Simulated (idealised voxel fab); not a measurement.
Title: Process Module voxel ribs on slabs
Section shown: cut. Width: 235 nm. Cell size: 5 nm, square.
In this document a cross-section is written as a grid of square cells. It is given as a series of bands, listed from the top down, and a band is one or more rows of cells. The band entry comprises the height of the band's top followed by the height of its bottom, expressed in nm, and subsequently the band's materials from left to right, each stated together with its width in nm. Where a single material is marked with the word "everywhere", that material fills the band from edge to edge. The word "air" represents empty space. It should be noted that heights are counted from 0, beneath which the wafer as supplied is of one material throughout, and that the lowest band possesses no lower boundary but continues downward, as written in "0 and below". Note: "30->40" means the width goes from the first number (top row of the band) to the second number (bottom row) in equal steps per row of cells. Where a step carries "remained the same", the cross-section came out of it unchanged, cell for cell. Voids not open to the top, 8 cells minimum: see "Cavities, closed". Written width x height at distance; distance is from the left edge; nm. The remark found on a step's line after its settings is issued by the simulator itself and pertains to that step. A step line may carry the setting "overlay nm", which, for steps involving a mask, states the distance by which the mask lay to the right of its intended position; negative values denote displacement to the left.
Here's what the planned process steps look like
| 1 | RECEIVE with material Si |
| 2 | DIRECTIONAL_DEP with material SiO2, thk nm 30 |
| 3 | DIRECTIONAL_DEP with material SiN, thk nm 20 |
| 4 | PATTERN with tone cover, mask id RIB, material resist, width nm 15, thk nm 20, overlay nm 0 |
| 5 | DIRECTIONAL_ETCH with etch materials SiN, depth nm 15 |
| 6 | STRIP with etch materials resist |
| 7 | DIRECTIONAL_DEP with material aC, thk nm 15 |
| 8 | PATTERN with tone cover, mask id SLAB, material resist, width nm 65, thk nm 35, overlay nm 0 |
| 9 | DIRECTIONAL_ETCH with etch materials aC, depth nm 15 |
| 10 | STRIP with etch materials resist |
| 11 | DIRECTIONAL_ETCH with etch materials SiN, depth nm 5 |
| 12 | STRIP with etch materials aC |
| 13 | FILL_DEP with material SiO2, thk nm 25 |
| 14 | CMP with height nm 65 |
| 15 | DIRECTIONAL_DEP with material W, thk nm 5 |
| 16 | MASKED_ETCH with tone cover, mask id HEATER, width nm 35, etch materials W, depth nm 5, overlay nm 0 |
| 17 | CONFORMAL_DEP with material SiO2, thk nm 5 |
Across this set of wafers, the varied parameter is the width nm of step 4. Starting conditions are identical for every wafer, and the plan reports the value assigned to the first wafer.
As-received cross-section, first of several wafers, post step 1
	0 and below | Si everywhere
	Cavities, closed: none
Cross-section of the first of several wafers, taken after step 17, where the module ends
	75 down to 70 | 95 air / 45 SiO2 / 95 air
	70 down to 65 | 100 SiO2 / 35 W / 100 SiO2
	65 down to 50 | SiO2 everywhere
	50 down to 35 | 110 SiO2 / 15 SiN / 110 SiO2
	35 down to 30 | 85 SiO2 / 65 SiN / 85 SiO2
	30 down to 0 | SiO2 everywhere
	0 and below | Si everywhere
	Cavities, closed: none
At the end of the module, the last of several wafers in cross-section
	75 down to 70 | 95 air / 45 SiO2 / 95 air
	70 down to 65 | 100 SiO2 / 35 W / 100 SiO2
	65 down to 50 | SiO2 everywhere
	50 down to 35 | 100 SiO2 / 40 SiN / 95 SiO2
	35 down to 30 | 85 SiO2 / 65 SiN / 85 SiO2
	30 down to 0 | SiO2 everywhere
	0 and below | Si everywhere
	Cavities, closed: none
Quick key for the table: a row per wafer, taken at the end of the module. For each material it tells you how many cells the wafer gained (+) or lost (-) since it came in, and the closed voids come after
width nm 15; +22 SiN; +638 SiO2; +7 W; Cavities, closed: none
width nm 20; +25 SiN; +635 SiO2; +7 W; Cavities, closed: none
width nm 25; +28 SiN; +632 SiO2; +7 W; Cavities, closed: none
width nm 30; +31 SiN; +629 SiO2; +7 W; Cavities, closed: none
width nm 35; +34 SiN; +626 SiO2; +7 W; Cavities, closed: none
width nm 40; +37 SiN; +623 SiO2; +7 W; Cavities, closed: none
